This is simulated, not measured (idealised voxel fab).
The process module presented herein is designated voxel wiring stack.
Cross-section cut: width 280 nm, square cells of 5 nm.
Throughout this document, each cross-section is represented as a grid of square cells and is presented as a sequence of bands enumerated from the top downward, where a band comprises one or more rows of cells. The entry gives the band's vertical extent as a top height and a bottom height in nm, then its horizontal make-up as materials from left to right, each with a width in nm. "air" stands for empty space; a single material marked "everywhere" fills the band edge to edge. Note: height 0 marks the level under which the wafer is uniformly one material as received. Lowest band unbounded below, written "0..down". So if you see something like "30 to 40" for the width, read it as the top row of the band sitting at the first number and the bottom row at the second, with every row in between moving by the same amount as the last. Step note "no change" = no cross-section cell changed. Enclosed voids (no open way to top), threshold 8 cells or more, entry "Enclosed internal cavities", notation width x height at distance, distance from left edge, nm. Past the settings on a step's line: simulator remark, on that step. overlay nm: for a step with a mask, the amount by which the mask lay right of where it was planned; a negative amount means left of it. Below you will find pairs of cross-sections. In each, one shows the wafer before one process step and the other after it, with the after view ending at the lowest band that changed. Under each pair is the step separating them, along with its settings. Do not assume the pairs form a chain: they can come from different runs of this module on the same starting wafer, and a pair continues from the pair above it only when its "Cross-section, before" entry says so.

### Cross-section, before
> 0..down | Si everywhere
> Enclosed internal cavities: none

### Sectional Result
> 10..0 | SiO2 everywhere
> At heights below 0, the structure remains unaltered.
> Enclosed internal cavities: none
Between the two cross-sections shown above lies CONFORMAL_DEP | material SiO2 | thk nm 10

Cross-section, before: the pre-step structure is the one depicted after the step in the pair just above.

### Sectional Result
> 15..10 | SiN everywhere
> At heights below 10, the structure remains unaltered.
> Enclosed internal cavities: none
Between the two cross-sections shown above lies CONFORMAL_DEP | material SiN | thk nm 5

Cross-section, before: the pre-step structure is the one depicted after the step in the pair just above.

### Sectional Result
> 40..15 | lowk everywhere
> At heights below 15, the structure remains unaltered.
> Enclosed internal cavities: none
Between the two cross-sections shown above lies DIRECTIONAL_DEP | material lowk | thk nm 25

Cross-section, before: the pre-step structure is the one depicted after the step in the pair just above.

### Sectional Result
> 55..40 | resist: 65, then air: 30, then resist: 30, then air: 30, then resist: 30, then air: 30, then resist: 65
> At heights below 40, the structure remains unaltered.
> Enclosed internal cavities: none
Between the two cross-sections shown above lies PATTERN | tone open | mask id METAL_1 | material resist | width nm 30 | pitch nm 60 | thk nm 15 | overlay nm 0

Cross-section, before: the pre-step structure is the one depicted after the step in the pair just above.

### Sectional Result
> 55..40 | resist: 65, then air: 30, then resist: 30, then air: 30, then resist: 30, then air: 30, then resist: 65
> 40..15 | lowk: 65, then air: 30, then lowk: 30, then air: 30, then lowk: 30, then air: 30, then lowk: 65
> At heights below 15, the structure remains unaltered.
> Enclosed internal cavities: none
Between the two cross-sections shown above lies DIRECTIONAL_ETCH | etch materials lowk | depth nm 25

Cross-section, before: the pre-step structure is the one depicted after the step in the pair just above.

### Sectional Result
> 55..40 | resist: 65, then air: 30, then resist: 30, then air: 30, then resist: 30, then air: 30, then resist: 65
> 40..15 | lowk: 65, then air: 30, then lowk: 30, then air: 30, then lowk: 30, then air: 30, then lowk: 65
> 15..10 | SiN: 65, then air: 30, then SiN: 30, then air: 30, then SiN: 30, then air: 30, then SiN: 65
> At heights below 10, the structure remains unaltered.
> Enclosed internal cavities: none
Between the two cross-sections shown above lies DIRECTIONAL_ETCH | etch materials SiN | depth nm 5

Cross-section, before: the pre-step structure is the one depicted after the step in the pair just above.

### Sectional Result
> 40..15 | lowk: 65, then air: 30, then lowk: 30, then air: 30, then lowk: 30, then air: 30, then lowk: 65
> At heights below 15, the structure remains unaltered.
> Enclosed internal cavities: none
Between the two cross-sections shown above lies STRIP | etch materials resist

Cross-section, before: the pre-step structure is the one depicted after the step in the pair just above.

### Sectional Result
> 45..40 | TiN: 70, then air: 20, then TiN: 40, then air: 20, then TiN: 40, then air: 20, then TiN: 70
> 40..15 | lowk: 65, then TiN: 5, then air: 20, then TiN: 5, then lowk: 30, then TiN: 5, then air: 20, then TiN: 5, then lowk: 30, then TiN: 5, then air: 20, then TiN: 5, then lowk: 65
> 15..10 | SiN: 65, then TiN: 30, then SiN: 30, then TiN: 30, then SiN: 30, then TiN: 30, then SiN: 65
> At heights below 10, the structure remains unaltered.
> Enclosed internal cavities: none
Between the two cross-sections shown above lies CONFORMAL_DEP | material TiN | thk nm 5

Cross-section, before: the pre-step structure is the one depicted after the step in the pair just above.

### Sectional Result
> 50..45 | W everywhere
> 45..40 | TiN: 70, then W: 20, then TiN: 40, then W: 20, then TiN: 40, then W: 20, then TiN: 70
> 40..15 | lowk: 65, then TiN: 5, then W: 20, then TiN: 5, then lowk: 30, then TiN: 5, then W: 20, then TiN: 5, then lowk: 30, then TiN: 5, then W: 20, then TiN: 5, then lowk: 65
> At heights below 15, the structure remains unaltered.
> Enclosed internal cavities: none
Between the two cross-sections shown above lies FILL_DEP | material W | thk nm 5

Cross-section, before: the pre-step structure is the one depicted after the step in the pair just above.

### Sectional Result
> 40..15 | lowk: 65, then TiN: 5, then W: 20, then TiN: 5, then lowk: 30, then TiN: 5, then W: 20, then TiN: 5, then lowk: 30, then TiN: 5, then W: 20, then TiN: 5, then lowk: 65
> At heights below 15, the structure remains unaltered.
> Enclosed internal cavities: none
Between the two cross-sections shown above lies CMP | height nm 40

Cross-section, before: the pre-step structure is the one depicted after the step in the pair just above.

### Sectional Result
> 45..40 | SiCN everywhere
> At heights below 40, the structure remains unaltered.
> Enclosed internal cavities: none
Between the two cross-sections shown above lies CONFORMAL_DEP | material SiCN | thk nm 5

Cross-section, before: the pre-step structure is the one depicted after the step in the pair just above.

### Sectional Result
> 65..45 | lowk everywhere
> At heights below 45, the structure remains unaltered.
> Enclosed internal cavities: none
Between the two cross-sections shown above lies DIRECTIONAL_DEP | material lowk | thk nm 20

Cross-section, before: the pre-step structure is the one depicted after the step in the pair just above.

### Sectional Result
> 80..65 | aC everywhere
> At heights below 65, the structure remains unaltered.
> Enclosed internal cavities: none
Between the two cross-sections shown above lies DIRECTIONAL_DEP | material aC | thk nm 15

Cross-section, before: the pre-step structure is the one depicted after the step in the pair just above.

### Sectional Result
> 110..80 | resist: 65, then air: 15, then resist: 105, then air: 15, then resist: 80
> At heights below 80, the structure remains unaltered.
> Enclosed internal cavities: none
Between the two cross-sections shown above lies PATTERN | tone open | mask id PLUG_1 | material resist | width nm 15 | pitch nm 120 | thk nm 30 | overlay nm 0

Cross-section, before: the pre-step structure is the one depicted after the step in the pair just above.

### Sectional Result
> 95..80 | resist: 65, then air: 15, then resist: 105, then air: 15, then resist: 80
> 80..65 | aC: 65, then air: 15, then aC: 105, then air: 15, then aC: 80
> At heights below 65, the structure remains unaltered.
> Enclosed internal cavities: none
Between the two cross-sections shown above lies DIRECTIONAL_ETCH | etch materials aC | depth nm 15

Cross-section, before: the pre-step structure is the one depicted after the step in the pair just above.

### Sectional Result
> 80..65 | aC: 65, then air: 15, then aC: 105, then air: 15, then aC: 80
> At heights below 65, the structure remains unaltered.
> Enclosed internal cavities: none
Between the two cross-sections shown above lies STRIP | etch materials resist

Cross-section, before: the pre-step structure is the one depicted after the step in the pair just above.

### Sectional Result
> 80..65 | aC: 65, then air: 15, then aC: 105, then air: 15, then aC: 80
> 65..45 | lowk: 65, then air: 15, then lowk: 105, then air: 15, then lowk: 80
> At heights below 45, the structure remains unaltered.
> Enclosed internal cavities: none
Between the two cross-sections shown above lies DIRECTIONAL_ETCH | etch materials lowk | depth nm 20

Cross-section, before: the pre-step structure is the one depicted after the step in the pair just above.

### Sectional Result
> 80..65 | aC: 65, then air: 15, then aC: 105, then air: 15, then aC: 80
> 65..45 | lowk: 65, then air: 15, then lowk: 105, then air: 15, then lowk: 80
> 45..40 | SiCN: 65, then air: 15, then SiCN: 105, then air: 15, then SiCN: 80
> At heights below 40, the structure remains unaltered.
> Enclosed internal cavities: none
Between the two cross-sections shown above lies DIRECTIONAL_ETCH | etch materials SiCN | depth nm 5

Cross-section, before: the pre-step structure is the one depicted after the step in the pair just above.

### Sectional Result
> 65..45 | lowk: 65, then air: 15, then lowk: 105, then air: 15, then lowk: 80
> At heights below 45, the structure remains unaltered.
> Enclosed internal cavities: none
Between the two cross-sections shown above lies STRIP | etch materials aC

Cross-section, before: the pre-step structure is the one depicted after the step in the pair just above.

### Sectional Result
> 65..50 | lowk: 65, then air: 15, then lowk: 105, then air: 15, then lowk: 80
> 50..45 | lowk: 65, then Ru: 15, then lowk: 105, then Ru: 15, then lowk: 80
> 45..40 | SiCN: 65, then Ru: 15, then SiCN: 105, then Ru: 15, then SiCN: 80
> At heights below 40, the structure remains unaltered.
> Enclosed internal cavities: none
Between the two cross-sections shown above lies EPI | material Ru | thk nm 10

Cross-section, before: the pre-step structure is the one depicted after the step in the pair just above.

### Sectional Result
> 65..60 | lowk: 65, then air: 15, then lowk: 105, then air: 15, then lowk: 80
> 60..45 | lowk: 65, then Ru: 15, then lowk: 105, then Ru: 15, then lowk: 80
> At heights below 45, the structure remains unaltered.
> Enclosed internal cavities: none
Between the two cross-sections shown above lies EPI | material Ru | thk nm 10

Cross-section, before: the pre-step structure is the one depicted after the step in the pair just above.

### Sectional Result
> 65..45 | lowk: 65, then Ru: 15, then lowk: 105, then Ru: 15, then lowk: 80
> At heights below 45, the structure remains unaltered.
> Enclosed internal cavities: none
Between the two cross-sections shown above lies EPI | material Ru | thk nm 5

Cross-section, before: the pre-step structure is the one depicted after the step in the pair just above.

### Sectional Result
> 70..65 | SiCN everywhere
> At heights below 65, the structure remains unaltered.
> Enclosed internal cavities: none
Between the two cross-sections shown above lies CONFORMAL_DEP | material SiCN | thk nm 5

Cross-section, before: the pre-step structure is the one depicted after the step in the pair just above.

### Sectional Result
> 95..70 | lowk everywhere
> At heights below 70, the structure remains unaltered.
> Enclosed internal cavities: none
Between the two cross-sections shown above lies DIRECTIONAL_DEP | material lowk | thk nm 25

Cross-section, before: the pre-step structure is the one depicted after the step in the pair just above.

### Sectional Result
> 95..70 | lowk: 65, then air: 30, then lowk: 30, then air: 30, then lowk: 30, then air: 30, then lowk: 65
> At heights below 70, the structure remains unaltered.
> Enclosed internal cavities: none
Between the two cross-sections shown above lies MASKED_ETCH | tone open | mask id METAL_2 | width nm 30 | pitch nm 60 | etch materials lowk | depth nm 25 | overlay nm 0

Cross-section, before: the pre-step structure is the one depicted after the step in the pair just above.

### Sectional Result
> 95..70 | lowk: 65, then air: 30, then lowk: 30, then air: 30, then lowk: 30, then air: 30, then lowk: 65
> 70..65 | SiCN: 65, then air: 30, then SiCN: 30, then air: 30, then SiCN: 30, then air: 30, then SiCN: 65
> At heights below 65, the structure remains unaltered.
> Enclosed internal cavities: none
Between the two cross-sections shown above lies MASKED_ETCH | tone open | mask id METAL_2 | width nm 30 | pitch nm 60 | etch materials SiCN | depth nm 5 | overlay nm 0

Cross-section, before: the pre-step structure is the one depicted after the step in the pair just above.

### Sectional Result
> 100..95 | TiN: 70, then air: 20, then TiN: 40, then air: 20, then TiN: 40, then air: 20, then TiN: 70
> 95..70 | lowk: 65, then TiN: 5, then air: 20, then TiN: 5, then lowk: 30, then TiN: 5, then air: 20, then TiN: 5, then lowk: 30, then TiN: 5, then air: 20, then TiN: 5, then lowk: 65
> 70..65 | SiCN: 65, then TiN: 30, then SiCN: 30, then TiN: 30, then SiCN: 30, then TiN: 30, then SiCN: 65
> At heights below 65, the structure remains unaltered.
> Enclosed internal cavities: none
Between the two cross-sections shown above lies CONFORMAL_DEP | material TiN | thk nm 5

Cross-section, before: the pre-step structure is the one depicted after the step in the pair just above.

### Sectional Result
> 110..100 | Cu everywhere
> 100..95 | TiN: 70, then Cu: 20, then TiN: 40, then Cu: 20, then TiN: 40, then Cu: 20, then TiN: 70
> 95..70 | lowk: 65, then TiN: 5, then Cu: 20, then TiN: 5, then lowk: 30, then TiN: 5, then Cu: 20, then TiN: 5, then lowk: 30, then TiN: 5, then Cu: 20, then TiN: 5, then lowk: 65
> At heights below 70, the structure remains unaltered.
> Enclosed internal cavities: none
Between the two cross-sections shown above lies FILL_DEP | material Cu | thk nm 10

Cross-section, before: the pre-step structure is the one depicted after the step in the pair just above.

### Sectional Result
> 95..70 | lowk: 65, then TiN: 5, then Cu: 20, then TiN: 5, then lowk: 30, then TiN: 5, then Cu: 20, then TiN: 5, then lowk: 30, then TiN: 5, then Cu: 20, then TiN: 5, then lowk: 65
> At heights below 70, the structure remains unaltered.
> Enclosed internal cavities: none
Between the two cross-sections shown above lies CMP | height nm 95

Cross-section, before: the pre-step structure is the one depicted after the step in the pair just above.

### Sectional Result
> 100..95 | SiCN everywhere
> At heights below 95, the structure remains unaltered.
> Enclosed internal cavities: none
Between the two cross-sections shown above lies CONFORMAL_DEP | material SiCN | thk nm 5

Cross-section, before: the pre-step structure is the one depicted after the step in the pair just above.

### Sectional Result
> 135..100 | SiO2 everywhere
> At heights below 100, the structure remains unaltered.
> Enclosed internal cavities: none
Between the two cross-sections shown above lies DIRECTIONAL_DEP | material SiO2 | thk nm 35

Cross-section, before: the pre-step structure is the one depicted after the step in the pair just above.

### Sectional Result
> 145..135 | aC everywhere
> At heights below 135, the structure remains unaltered.
> Enclosed internal cavities: none
Between the two cross-sections shown above lies DIRECTIONAL_DEP | material aC | thk nm 10

Cross-section, before: the pre-step structure is the one depicted after the step in the pair just above.

### Sectional Result
> 175..145 | resist: 65, then air: 30, then resist: 30, then air: 30, then resist: 30, then air: 30, then resist: 65
> At heights below 145, the structure remains unaltered.
> Enclosed internal cavities: none
Between the two cross-sections shown above lies PATTERN | tone open | mask id METAL_3 | material resist | width nm 30 | pitch nm 60 | thk nm 30 | overlay nm 0

Cross-section, before: the pre-step structure is the one depicted after the step in the pair just above.

### Sectional Result
> 165..145 | resist: 65, then air: 30, then resist: 30, then air: 30, then resist: 30, then air: 30, then resist: 65
> 145..135 | aC: 65, then air: 30, then aC: 30, then air: 30, then aC: 30, then air: 30, then aC: 65
> At heights below 135, the structure remains unaltered.
> Enclosed internal cavities: none
Between the two cross-sections shown above lies DIRECTIONAL_ETCH | etch materials aC | depth nm 10

Cross-section, before: the pre-step structure is the one depicted after the step in the pair just above.

### Sectional Result
> 145..135 | aC: 65, then air: 30, then aC: 30, then air: 30, then aC: 30, then air: 30, then aC: 65
> At heights below 135, the structure remains unaltered.
> Enclosed internal cavities: none
Between the two cross-sections shown above lies STRIP | etch materials resist

Cross-section, before: the pre-step structure is the one depicted after the step in the pair just above.

### Sectional Result
> 145..135 | aC: 65, then air: 30, then aC: 30, then air: 30, then aC: 30, then air: 30, then aC: 65
> 135..115 | SiO2: 65, then air: 30, then SiO2: 30, then air: 30, then SiO2: 30, then air: 30, then SiO2: 65
> At heights below 115, the structure remains unaltered.
> Enclosed internal cavities: none
Between the two cross-sections shown above lies DIRECTIONAL_ETCH | etch materials SiO2 | depth nm 20

Cross-section, before: the pre-step structure is the one depicted after the step in the pair just above.

### Sectional Result
> 135..115 | SiO2: 65, then air: 30, then SiO2: 30, then air: 30, then SiO2: 30, then air: 30, then SiO2: 65
> At heights below 115, the structure remains unaltered.
> Enclosed internal cavities: none
Between the two cross-sections shown above lies STRIP | etch materials aC

Cross-section, before: the pre-step structure is the one depicted after the step in the pair just above.

### Sectional Result
> 150..135 | resist: 65, then air: 15, then resist: 105, then air: 15, then resist: 80
> 135..115 | SiO2: 65, then air: 15, then resist: 15, then SiO2: 30, then resist: 30, then SiO2: 30, then air: 15, then resist: 15, then SiO2: 65
> At heights below 115, the structure remains unaltered.
> Enclosed internal cavities: none
Between the two cross-sections shown above lies PATTERN | tone open | mask id METAL_3_HOLES | material resist | width nm 15 | pitch nm 120 | thk nm 15 | overlay nm 0

Cross-section, before: the pre-step structure is the one depicted after the step in the pair just above.

### Sectional Result
> 150..135 | resist: 65, then air: 15, then resist: 105, then air: 15, then resist: 80
> 135..115 | SiO2: 65, then air: 15, then resist: 15, then SiO2: 30, then resist: 30, then SiO2: 30, then air: 15, then resist: 15, then SiO2: 65
> 115..100 | SiO2: 65, then air: 15, then SiO2: 105, then air: 15, then SiO2: 80
> At heights below 100, the structure remains unaltered.
> Enclosed internal cavities: none
Between the two cross-sections shown above lies DIRECTIONAL_ETCH | etch materials SiO2 | depth nm 15

Cross-section, before: the pre-step structure is the one depicted after the step in the pair just above.

### Sectional Result
> 150..135 | resist: 65, then air: 15, then resist: 105, then air: 15, then resist: 80
> 135..115 | SiO2: 65, then air: 15, then resist: 15, then SiO2: 30, then resist: 30, then SiO2: 30, then air: 15, then resist: 15, then SiO2: 65
> 115..100 | SiO2: 65, then air: 15, then SiO2: 105, then air: 15, then SiO2: 80
> 100..95 | SiCN: 65, then air: 15, then SiCN: 105, then air: 15, then SiCN: 80
> At heights below 95, the structure remains unaltered.
> Enclosed internal cavities: none
Between the two cross-sections shown above lies DIRECTIONAL_ETCH | etch materials SiCN | depth nm 5

Cross-section, before: the pre-step structure is the one depicted after the step in the pair just above.

### Sectional Result
> 135..115 | SiO2: 65, then air: 30, then SiO2: 30, then air: 30, then SiO2: 30, then air: 30, then SiO2: 65
> At heights below 115, the structure remains unaltered.
> Enclosed internal cavities: none
Between the two cross-sections shown above lies STRIP | etch materials resist

Cross-section, before: the pre-step structure is the one depicted after the step in the pair just above.

### Sectional Result
> 140..135 | TiN: 70, then air: 20, then TiN: 40, then air: 20, then TiN: 40, then air: 20, then TiN: 70
> 135..120 | SiO2: 65, then TiN: 5, then air: 20, then TiN: 5, then SiO2: 30, then TiN: 5, then air: 20, then TiN: 5, then SiO2: 30, then TiN: 5, then air: 20, then TiN: 5, then SiO2: 65
> 120..115 | SiO2: 65, then TiN: 5, then air: 5, then TiN: 20, then SiO2: 30, then TiN: 30, then SiO2: 30, then TiN: 5, then air: 5, then TiN: 20, then SiO2: 65
> 115..100 | SiO2: 65, then TiN: 5, then air: 5, then TiN: 5, then SiO2: 105, then TiN: 5, then air: 5, then TiN: 5, then SiO2: 80
> 100..95 | SiCN: 65, then TiN: 15, then SiCN: 105, then TiN: 15, then SiCN: 80
> At heights below 95, the structure remains unaltered.
> Enclosed internal cavities: none
Between the two cross-sections shown above lies CONFORMAL_DEP | material TiN | thk nm 5

Cross-section, before: the pre-step structure is the one depicted after the step in the pair just above.

### Sectional Result
> 150..140 | Cu everywhere
> 140..135 | TiN: 70, then Cu: 20, then TiN: 40, then Cu: 20, then TiN: 40, then Cu: 20, then TiN: 70
> 135..120 | SiO2: 65, then TiN: 5, then Cu: 20, then TiN: 5, then SiO2: 30, then TiN: 5, then Cu: 20, then TiN: 5, then SiO2: 30, then TiN: 5, then Cu: 20, then TiN: 5, then SiO2: 65
> 120..115 | SiO2: 65, then TiN: 5, then Cu: 5, then TiN: 20, then SiO2: 30, then TiN: 30, then SiO2: 30, then TiN: 5, then Cu: 5, then TiN: 20, then SiO2: 65
> 115..100 | SiO2: 65, then TiN: 5, then Cu: 5, then TiN: 5, then SiO2: 105, then TiN: 5, then Cu: 5, then TiN: 5, then SiO2: 80
> At heights below 100, the structure remains unaltered.
> Enclosed internal cavities: none
Between the two cross-sections shown above lies FILL_DEP | material Cu | thk nm 10

Cross-section, before: the pre-step structure is the one depicted after the step in the pair just above.

### Sectional Result
> 135..120 | SiO2: 65, then TiN: 5, then Cu: 20, then TiN: 5, then SiO2: 30, then TiN: 5, then Cu: 20, then TiN: 5, then SiO2: 30, then TiN: 5, then Cu: 20, then TiN: 5, then SiO2: 65
> At heights below 120, the structure remains unaltered.
> Enclosed internal cavities: none
Between the two cross-sections shown above lies CMP | height nm 135

Cross-section, before: the pre-step structure is the one depicted after the step in the pair just above.

### Sectional Result
> 140..135 | SiN everywhere
> At heights below 135, the structure remains unaltered.
> Enclosed internal cavities: none
Between the two cross-sections shown above lies CONFORMAL_DEP | material SiN | thk nm 5

### Cross-section, before
> 110..100 | Cu everywhere
> 100..95 | TiN: 70, then Cu: 20, then TiN: 40, then Cu: 20, then TiN: 40, then Cu: 20, then TiN: 70
> 95..70 | lowk: 65, then TiN: 5, then Cu: 20, then TiN: 5, then lowk: 30, then TiN: 5, then Cu: 20, then TiN: 5, then lowk: 30, then TiN: 5, then Cu: 20, then TiN: 5, then lowk: 65
> 70..65 | SiCN: 65, then TiN: 30, then SiCN: 30, then TiN: 30, then SiCN: 30, then TiN: 30, then SiCN: 65
> 65..45 | lowk: 65, then Ru: 15, then lowk: 105, then Ru: 15, then lowk: 80
> 45..40 | SiCN: 65, then Ru: 15, then SiCN: 105, then Ru: 15, then SiCN: 80
> 40..15 | lowk: 65, then TiN: 5, then W: 20, then TiN: 5, then lowk: 30, then TiN: 5, then W: 20, then TiN: 5, then lowk: 30, then TiN: 5, then W: 20, then TiN: 5, then lowk: 65
> 15..10 | SiN: 65, then TiN: 30, then SiN: 30, then TiN: 30, then SiN: 30, then TiN: 30, then SiN: 65
> 10..0 | SiO2 everywhere
> 0..down | Si everywhere
> Enclosed internal cavities: none

### Sectional Result
> 115..110 | SiCN everywhere
> At heights below 110, the structure remains unaltered.
> Enclosed internal cavities: none
Between the two cross-sections shown above lies CONFORMAL_DEP | material SiCN | thk nm 5

Cross-section, before: the pre-step structure is the one depicted after the step in the pair just above.

### Sectional Result
> 150..115 | SiO2 everywhere
> At heights below 115, the structure remains unaltered.
> Enclosed internal cavities: none
Between the two cross-sections shown above lies DIRECTIONAL_DEP | material SiO2 | thk nm 35

Cross-section, before: the pre-step structure is the one depicted after the step in the pair just above.

### Sectional Result
> 160..150 | aC everywhere
> At heights below 150, the structure remains unaltered.
> Enclosed internal cavities: none
Between the two cross-sections shown above lies DIRECTIONAL_DEP | material aC | thk nm 10

Cross-section, before: the pre-step structure is the one depicted after the step in the pair just above.

### Sectional Result
> 190..160 | resist: 65, then air: 30, then resist: 30, then air: 30, then resist: 30, then air: 30, then resist: 65
> At heights below 160, the structure remains unaltered.
> Enclosed internal cavities: none
Between the two cross-sections shown above lies PATTERN | tone open | mask id METAL_3 | material resist | width nm 30 | pitch nm 60 | thk nm 30 | overlay nm 0

Cross-section, before: the pre-step structure is the one depicted after the step in the pair just above.

### Sectional Result
> 180..160 | resist: 65, then air: 30, then resist: 30, then air: 30, then resist: 30, then air: 30, then resist: 65
> 160..150 | aC: 65, then air: 30, then aC: 30, then air: 30, then aC: 30, then air: 30, then aC: 65
> At heights below 150, the structure remains unaltered.
> Enclosed internal cavities: none
Between the two cross-sections shown above lies DIRECTIONAL_ETCH | etch materials aC | depth nm 10

Cross-section, before: the pre-step structure is the one depicted after the step in the pair just above.

### Sectional Result
> 160..150 | aC: 65, then air: 30, then aC: 30, then air: 30, then aC: 30, then air: 30, then aC: 65
> At heights below 150, the structure remains unaltered.
> Enclosed internal cavities: none
Between the two cross-sections shown above lies STRIP | etch materials resist

Cross-section, before: the pre-step structure is the one depicted after the step in the pair just above.

### Sectional Result
> 160..150 | aC: 65, then air: 30, then aC: 30, then air: 30, then aC: 30, then air: 30, then aC: 65
> 150..130 | SiO2: 65, then air: 30, then SiO2: 30, then air: 30, then SiO2: 30, then air: 30, then SiO2: 65
> At heights below 130, the structure remains unaltered.
> Enclosed internal cavities: none
Between the two cross-sections shown above lies DIRECTIONAL_ETCH | etch materials SiO2 | depth nm 20

Cross-section, before: the pre-step structure is the one depicted after the step in the pair just above.

### Sectional Result
> 150..130 | SiO2: 65, then air: 30, then SiO2: 30, then air: 30, then SiO2: 30, then air: 30, then SiO2: 65
> At heights below 130, the structure remains unaltered.
> Enclosed internal cavities: none
Between the two cross-sections shown above lies STRIP | etch materials aC

Cross-section, before: the pre-step structure is the one depicted after the step in the pair just above.

### Sectional Result
> 165..150 | resist: 65, then air: 15, then resist: 105, then air: 15, then resist: 80
> 150..130 | SiO2: 65, then air: 15, then resist: 15, then SiO2: 30, then resist: 30, then SiO2: 30, then air: 15, then resist: 15, then SiO2: 65
> At heights below 130, the structure remains unaltered.
> Enclosed internal cavities: none
Between the two cross-sections shown above lies PATTERN | tone open | mask id METAL_3_HOLES | material resist | width nm 15 | pitch nm 120 | thk nm 15 | overlay nm 0

Cross-section, before: the pre-step structure is the one depicted after the step in the pair just above.

### Sectional Result
> 165..150 | resist: 65, then air: 15, then resist: 105, then air: 15, then resist: 80
> 150..130 | SiO2: 65, then air: 15, then resist: 15, then SiO2: 30, then resist: 30, then SiO2: 30, then air: 15, then resist: 15, then SiO2: 65
> 130..115 | SiO2: 65, then air: 15, then SiO2: 105, then air: 15, then SiO2: 80
> At heights below 115, the structure remains unaltered.
> Enclosed internal cavities: none
Between the two cross-sections shown above lies DIRECTIONAL_ETCH | etch materials SiO2 | depth nm 15

Cross-section, before: the pre-step structure is the one depicted after the step in the pair just above.

### Sectional Result
> 165..150 | resist: 65, then air: 15, then resist: 105, then air: 15, then resist: 80
> 150..130 | SiO2: 65, then air: 15, then resist: 15, then SiO2: 30, then resist: 30, then SiO2: 30, then air: 15, then resist: 15, then SiO2: 65
> 130..115 | SiO2: 65, then air: 15, then SiO2: 105, then air: 15, then SiO2: 80
> 115..110 | SiCN: 65, then air: 15, then SiCN: 105, then air: 15, then SiCN: 80
> At heights below 110, the structure remains unaltered.
> Enclosed internal cavities: none
Between the two cross-sections shown above lies DIRECTIONAL_ETCH | etch materials SiCN | depth nm 5

Cross-section, before: the pre-step structure is the one depicted after the step in the pair just above.

### Sectional Result
> 150..130 | SiO2: 65, then air: 30, then SiO2: 30, then air: 30, then SiO2: 30, then air: 30, then SiO2: 65
> At heights below 130, the structure remains unaltered.
> Enclosed internal cavities: none
Between the two cross-sections shown above lies STRIP | etch materials resist

Cross-section, before: the pre-step structure is the one depicted after the step in the pair just above.

### Sectional Result
> 155..150 | TiN: 70, then air: 20, then TiN: 40, then air: 20, then TiN: 40, then air: 20, then TiN: 70
> 150..135 | SiO2: 65, then TiN: 5, then air: 20, then TiN: 5, then SiO2: 30, then TiN: 5, then air: 20, then TiN: 5, then SiO2: 30, then TiN: 5, then air: 20, then TiN: 5, then SiO2: 65
> 135..130 | SiO2: 65, then TiN: 5, then air: 5, then TiN: 20, then SiO2: 30, then TiN: 30, then SiO2: 30, then TiN: 5, then air: 5, then TiN: 20, then SiO2: 65
> 130..115 | SiO2: 65, then TiN: 5, then air: 5, then TiN: 5, then SiO2: 105, then TiN: 5, then air: 5, then TiN: 5, then SiO2: 80
> 115..110 | SiCN: 65, then TiN: 15, then SiCN: 105, then TiN: 15, then SiCN: 80
> At heights below 110, the structure remains unaltered.
> Enclosed internal cavities: none
Between the two cross-sections shown above lies CONFORMAL_DEP | material TiN | thk nm 5

Cross-section, before: the pre-step structure is the one depicted after the step in the pair just above.

### Sectional Result
> 165..155 | Cu everywhere
> 155..150 | TiN: 70, then Cu: 20, then TiN: 40, then Cu: 20, then TiN: 40, then Cu: 20, then TiN: 70
> 150..135 | SiO2: 65, then TiN: 5, then Cu: 20, then TiN: 5, then SiO2: 30, then TiN: 5, then Cu: 20, then TiN: 5, then SiO2: 30, then TiN: 5, then Cu: 20, then TiN: 5, then SiO2: 65
> 135..130 | SiO2: 65, then TiN: 5, then Cu: 5, then TiN: 20, then SiO2: 30, then TiN: 30, then SiO2: 30, then TiN: 5, then Cu: 5, then TiN: 20, then SiO2: 65
> 130..115 | SiO2: 65, then TiN: 5, then Cu: 5, then TiN: 5, then SiO2: 105, then TiN: 5, then Cu: 5, then TiN: 5, then SiO2: 80
> At heights below 115, the structure remains unaltered.
> Enclosed internal cavities: none
Between the two cross-sections shown above lies FILL_DEP | material Cu | thk nm 10

Cross-section, before: the pre-step structure is the one depicted after the step in the pair just above.

### Sectional Result
> 135..130 | SiO2: 65, then TiN: 5, then Cu: 5, then TiN: 20, then SiO2: 30, then TiN: 30, then SiO2: 30, then TiN: 5, then Cu: 5, then TiN: 20, then SiO2: 65
> At heights below 130, the structure remains unaltered.
> Enclosed internal cavities: none
Between the two cross-sections shown above lies CMP | height nm 135

Cross-section, before: the pre-step structure is the one depicted after the step in the pair just above.

### Sectional Result
> 140..135 | SiN everywhere
> At heights below 135, the structure remains unaltered.
> Enclosed internal cavities: none
Between the two cross-sections shown above lies CONFORMAL_DEP | material SiN | thk nm 5

### Cross-section, before
> 65..45 | lowk everywhere
> 45..40 | SiCN everywhere
> 40..15 | lowk: 65, then TiN: 5, then W: 20, then TiN: 5, then lowk: 30, then TiN: 5, then W: 20, then TiN: 5, then lowk: 30, then TiN: 5, then W: 20, then TiN: 5, then lowk: 65
> 15..10 | SiN: 65, then TiN: 30, then SiN: 30, then TiN: 30, then SiN: 30, then TiN: 30, then SiN: 65
> 10..0 | SiO2 everywhere
> 0..down | Si everywhere
> Enclosed internal cavities: none

### Sectional Result
> 85..45 | lowk everywhere
> At heights below 45, the structure remains unaltered.
> Enclosed internal cavities: none
Between the two cross-sections shown above lies DIRECTIONAL_DEP | material lowk | thk nm 20

Cross-section, before: the pre-step structure is the one depicted after the step in the pair just above.

### Sectional Result
> 100..85 | aC everywhere
> At heights below 85, the structure remains unaltered.
> Enclosed internal cavities: none
Between the two cross-sections shown above lies DIRECTIONAL_DEP | material aC | thk nm 15

Cross-section, before: the pre-step structure is the one depicted after the step in the pair just above.

### Sectional Result
> 130..100 | resist: 65, then air: 15, then resist: 105, then air: 15, then resist: 80
> At heights below 100, the structure remains unaltered.
> Enclosed internal cavities: none
Between the two cross-sections shown above lies PATTERN | tone open | mask id PLUG_1 | material resist | width nm 15 | pitch nm 120 | thk nm 30 | overlay nm 0

Cross-section, before: the pre-step structure is the one depicted after the step in the pair just above.

### Sectional Result
> 115..100 | resist: 65, then air: 15, then resist: 105, then air: 15, then resist: 80
> 100..85 | aC: 65, then air: 15, then aC: 105, then air: 15, then aC: 80
> At heights below 85, the structure remains unaltered.
> Enclosed internal cavities: none
Between the two cross-sections shown above lies DIRECTIONAL_ETCH | etch materials aC | depth nm 15

Cross-section, before: the pre-step structure is the one depicted after the step in the pair just above.

### Sectional Result
> 100..85 | aC: 65, then air: 15, then aC: 105, then air: 15, then aC: 80
> At heights below 85, the structure remains unaltered.
> Enclosed internal cavities: none
Between the two cross-sections shown above lies STRIP | etch materials resist
